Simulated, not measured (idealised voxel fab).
Name of the process module below: voxel local oxidation
It is cross-section cut that appears here, measuring 250 nm in width, its square cells being 5 nm in size.
How to read a cross-section here: the picture is a grid of square cells, written as bands going from the top down, and any band can span one or more rows of cells.
Within each band entry, the heights of the top and of the bottom of the band appear first, in that order and in nm; the materials of the band then follow from left to right, each with its corresponding width in nm. The designation "edge to edge" on a single material indicates that it fills the band from edge to edge; the designation "empty" indicates empty space.
It should be noted that heights are counted from 0, beneath which the wafer as supplied is of one material throughout, and that the lowest band possesses no lower boundary but continues downward, as written in "z 0 and below".
Top row gets the first number, bottom row gets the second, and each row in between changes by the same step: that is how a band width like "30->40" works.
Basically "no change" means that step didn't change any cell in the cross-section.
This entry, "Enclosed cavity list", enumerates those empty regions of no fewer than 8 cells that possess no open connection to the top. Each region is reported in the form width x height at distance, the distance being taken from the left edge, with all three quantities expressed in nm.
What comes after the settings on a step's line is commentary from the simulator itself on that step.
The line of a step may include "overlay nm". On a step with a mask, this value is how far to the right of its planned place the mask lay. A negative value means the mask lay to the left.

## Set out below are the planned steps of the process
1: RECEIVE | material Si
2: OXIDIZE | depth nm 5
3: CONFORMAL_DEP | material SiN | thk nm 10
4: PATTERN | tone cover | mask id ACTIVE | material resist | width nm 120 | thk nm 15 | overlay nm 0
5: DIRECTIONAL_ETCH | etch materials SiN | depth nm 10
6: STRIP | etch materials resist
7: SELECTIVE_ETCH | etch materials SiO2 | depth nm 5
8: OXIDIZE | depth nm 15
9: STRIP | etch materials SiN

## The following pertains to the first of two wafers, which was processed as planned

## So this is the incoming wafer in cross-section - it's already been through step 1
	z 0 and below: Si edge to edge
	Enclosed cavity list: none

## Wafer xsec, post step 2
	z 0 to -5: SiO2 edge to edge
	Under the height -5 nothing was changed.

## Wafer xsec, post step 3
	z 10 to 0: SiN edge to edge
	Under the height 0 nothing was changed.

## Wafer xsec, post step 4
	z 25 to 10: 65 empty; 120 resist; 65 empty
	Under the height 10 nothing was changed.

## Wafer xsec, post step 5
	z 25 to 10: 65 empty; 120 resist; 65 empty
	z 10 to 0: 65 empty; 120 SiN; 65 empty
	Under the height 0 nothing was changed.

## Wafer xsec, post step 6
	z 10 to 0: 65 empty; 120 SiN; 65 empty
	Under the height 0 nothing was changed.

## Wafer xsec, post step 7
	z 10 to 0: 65 empty; 120 SiN; 65 empty
	z 0 to -5: 70 empty; 110 SiO2; 70 empty
	Under the height -5 nothing was changed.

## Wafer xsec, post step 8
	z 10 to 0: 65 empty; 120 SiN; 65 empty
	z 0 to -5: 70 empty; 110 SiO2; 70 empty
	z -5 to -20: 85 SiO2; 80 Si; 85 SiO2
	Under the height -20 nothing was changed.

## Wafer xsec, post step 9
	z 0 to -5: 70 empty; 110 SiO2; 70 empty
	Under the height -5 nothing was changed.

## The remaining wafer, second of the two, started like the first and was run to the same plan, except that one mistake was made along the way; the two coincide through step 3, inclusive

## Cross-sectional representation of the second wafer at the time designated in the plan for the completion of step 4
	z 25 to 10: 65 resist; 120 empty; 65 resist
	Under the height 10 nothing was changed.

## Cross-sectional representation of the second wafer at the time designated in the plan for the completion of step 5
	z 25 to 10: 65 resist; 120 empty; 65 resist
	z 10 to 0: 65 SiN; 120 empty; 65 SiN
	Under the height 0 nothing was changed.

## Cross-sectional representation of the second wafer at the time designated in the plan for the completion of step 6
	z 10 to 0: 65 SiN; 120 empty; 65 SiN
	Under the height 0 nothing was changed.

## Cross-sectional representation of the second wafer at the time designated in the plan for the completion of step 7
	z 10 to 0: 65 SiN; 120 empty; 65 SiN
	z 0 to -5: 60 SiO2; 130 empty; 60 SiO2
	Under the height -5 nothing was changed.

## Cross-sectional representation of the second wafer at the time designated in the plan for the completion of step 8
	z 10 to 0: 65 SiN; 120 empty; 65 SiN
	z 0 to -5: 60 SiO2; 130 empty; 60 SiO2
	z -5 to -20: 45 Si; 160 SiO2; 45 Si
	Under the height -20 nothing was changed.

## Cross-sectional representation of the second wafer at the time designated in the plan for the completion of step 9
	z 0 to -5: 60 SiO2; 130 empty; 60 SiO2
	Under the height -5 nothing was changed.
The plan and the run diverged here: step 4 was processed under conditions differing from the plan, specifically as PATTERN | tone open | mask id ACTIVE | material resist | width nm 120 | thk nm 15 | overlay nm 0
Counted in cells at the end, the second wafer holds more or fewer of these materials than the first: Si: 6 more | SiO2: 4 fewer
